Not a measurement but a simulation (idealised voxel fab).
Documented hereafter: the process module known as voxel transistor to metal.
Cross-section cut spans 290 nm and uses square cells 5 nm in size.
Just so we're on the same page, the cross-sections are grids of square cells, and they're listed out in bands top to bottom, each band one or more rows deep.
This entry defines a band. It first specifies the height of the band's top and the height of its bottom in nm, and then specifies the band's materials from left to right, stating each material with its width in nm. The word "everywhere" identifies a single material that fills the band from edge to edge, while the word "air" identifies empty space.
A quick word on heights: they are counted from 0, and under that level the wafer as it came to us is one material throughout. The lowest band is different from the rest in having no bottom; it simply continues downward, written as in "top 0, no bottom".
Quick explanation for "30..40": the width changes in equal steps down the rows of cells, from the first number in the band's top row to the second number in its bottom row.
Take "identical to before" at face value: in the step it is given for, the cross-section changed in none of its cells.
The entry titled "Tabulated closed voids" provides the empty spaces that have no open way to the top, restricted to those of 8 cells or more. Each is presented as width x height at distance, the distance being measured from the left edge, with all three in nm.
On each step's line, the part that comes after the settings is the simulator's own comment on the step.
Each step line may optionally specify "overlay nm", which for a step with a mask gives the rightward distance between the mask's planned place and where it lay, a negative value indicating the leftward direction.
Process steps - plan
step 1: RECEIVE | material Si
step 2: OXIDIZE | depth nm 5
step 3: CONFORMAL_DEP | material SiN | thk nm 10
step 4: PATTERN | tone cover | mask id ACTIVE | material resist | width nm 115 | pitch nm 140 | thk nm 15 | overlay nm 0
step 5: DIRECTIONAL_ETCH | etch materials SiN | depth nm 10
step 6: DIRECTIONAL_ETCH | etch materials SiO2 | depth nm 5
step 7: DIRECTIONAL_ETCH | etch materials Si | depth nm 20
step 8: STRIP | etch materials resist
step 9: FILL_DEP | material SiO2 | thk nm 10
step 10: CMP | height nm 10
step 11: SELECTIVE_ETCH | etch materials SiO2 | depth nm 5
step 12: STRIP | etch materials SiN
step 13: SELECTIVE_ETCH | etch materials SiO2 | depth nm 5
step 14: OXIDIZE | depth nm 5
step 15: DIRECTIONAL_DEP | material polySi | thk nm 30
step 16: DIRECTIONAL_DEP | material SiCN | thk nm 15
step 17: DIRECTIONAL_DEP | material aC | thk nm 10
step 18: PATTERN | tone cover | mask id GATE | material resist | width nm 25 | pitch nm 140 | thk nm 25 | overlay nm 0
step 19: DIRECTIONAL_ETCH | etch materials aC | depth nm 10
step 20: STRIP | etch materials resist
step 21: DIRECTIONAL_ETCH | etch materials SiCN | depth nm 25
step 22: DIRECTIONAL_ETCH | etch materials polySi | depth nm 40
step 23: STRIP | etch materials aC
step 24: CONFORMAL_DEP | material SiO2 | thk nm 5
step 25: DIRECTIONAL_ETCH | etch materials SiO2 | depth nm 5
step 26: CONFORMAL_DEP | material SiN | thk nm 10
step 27: DIRECTIONAL_ETCH | etch materials SiN | depth nm 10
step 28: DIRECTIONAL_ETCH | etch materials SiO2 | depth nm 5
step 29: DIRECTIONAL_ETCH | etch materials Si | depth nm 15
step 30: EPI | material SiGe | thk nm 15
step 31: FILL_DEP | material SiO2 | thk nm 5
step 32: CMP | height nm 40
step 33: DIRECTIONAL_DEP | material SiO2 | thk nm 15
step 34: MASKED_ETCH | tone open | mask id CONTACT | width nm 30 | etch materials SiO2 | depth nm 50 | overlay nm 0
step 35: CONFORMAL_DEP | material TiN | thk nm 5
step 36: FILL_DEP | material W | thk nm 5
step 37: CMP | height nm 55
step 38: CONFORMAL_DEP | material SiN | thk nm 5
step 39: DIRECTIONAL_DEP | material lowk | thk nm 15
step 40: MASKED_ETCH | tone open | mask id METAL_1 | width nm 20 | etch materials lowk | depth nm 15 | overlay nm 0
step 41: MASKED_ETCH | tone open | mask id METAL_1 | width nm 20 | etch materials SiN | depth nm 5 | overlay nm 0
step 42: CONFORMAL_DEP | material TiN | thk nm 5
step 43: FILL_DEP | material Cu | thk nm 10
step 44: CMP | height nm 75
step 45: EPI | material Ru | thk nm 5
step 46: FILL_DEP | material SiCN | thk nm 5
Here's what the wafer looked like in cross-section when it arrived - that's after step 1
top 0, no bottom | Si everywhere
Tabulated closed voids: none
Final wafer profile in cross-section after the module, from the same start and plan as above, with one mistake made during processing
top 85, bottom 80 | SiCN everywhere
top 80, bottom 75 | SiCN=20; Ru=30; SiCN=45; Ru=30; SiCN=35; Ru=30; SiCN=45; Ru=30; SiCN=25
top 75, bottom 60 | lowk=25; TiN=5; Cu=10; TiN=5; lowk=55; TiN=5; Cu=10; TiN=5; lowk=45; TiN=5; Cu=10; TiN=5; lowk=55; TiN=5; Cu=10; TiN=5; lowk=30
top 60, bottom 55 | SiN=25; TiN=20; SiN=55; TiN=20; SiN=45; TiN=20; SiN=55; TiN=20; SiN=30
top 55, bottom 45 | SiO2=25; TiN=5; W=20; TiN=5; SiO2=35; TiN=5; W=20; TiN=5; SiO2=45; TiN=5; W=20; TiN=5; SiO2=35; TiN=5; W=20; TiN=5; SiO2=30
top 45, bottom 40 | SiO2=25; TiN=5; W=10; TiN=15; SiO2=35; TiN=15; W=10; TiN=5; SiO2=45; TiN=5; W=10; TiN=15; SiO2=35; TiN=15; W=10; TiN=5; SiO2=30
top 40, bottom 25 | SiO2=25; TiN=5; W=10; TiN=5; SiN=10; SiO2=5; SiCN=25; SiO2=5; SiN=10; TiN=5; W=10; TiN=5; SiO2=45; TiN=5; W=10; TiN=5; SiN=10; SiO2=5; SiCN=25; SiO2=5; SiN=10; TiN=5; W=10; TiN=5; SiO2=30
top 25, bottom 20 | SiO2=25; TiN=20; SiN=10; SiO2=5; polySi=25; SiO2=5; SiN=10; TiN=20; SiO2=45; TiN=20; SiN=10; SiO2=5; polySi=25; SiO2=5; SiN=10; TiN=20; SiO2=30
top 20, bottom 0 | SiO2=5; SiGe=40; SiN=10; SiO2=5; polySi=25; SiO2=5; SiN=10; SiGe=40; SiO2=5; SiGe=40; SiN=10; SiO2=5; polySi=25; SiO2=5; SiN=10; SiGe=40; SiO2=10
top 0, bottom -5 | SiO2=5; SiGe=10; SiN=10; SiGe=20; SiN=10; SiO2=5; polySi=25; SiO2=5; SiN=10; SiGe=20; SiN=10; SiGe=10; SiO2=5; SiGe=10; SiN=10; SiGe=20; SiN=10; SiO2=5; polySi=25; SiO2=5; SiN=10; SiGe=20; SiN=10; SiGe=10; SiO2=10
top -5, bottom -10 | SiO2=25; SiGe=20; SiO2=55; SiGe=20; SiO2=45; SiGe=20; SiO2=55; SiGe=20; SiO2=30
top -10, bottom -25 | SiO2=15; Si=10; SiGe=20; Si=55; SiGe=20; Si=10; SiO2=25; Si=10; SiGe=20; Si=55; SiGe=20; Si=10; SiO2=20
top -25, no bottom | Si everywhere
Tabulated closed voids: none
Diagnosis: plan step 30 was twice executed
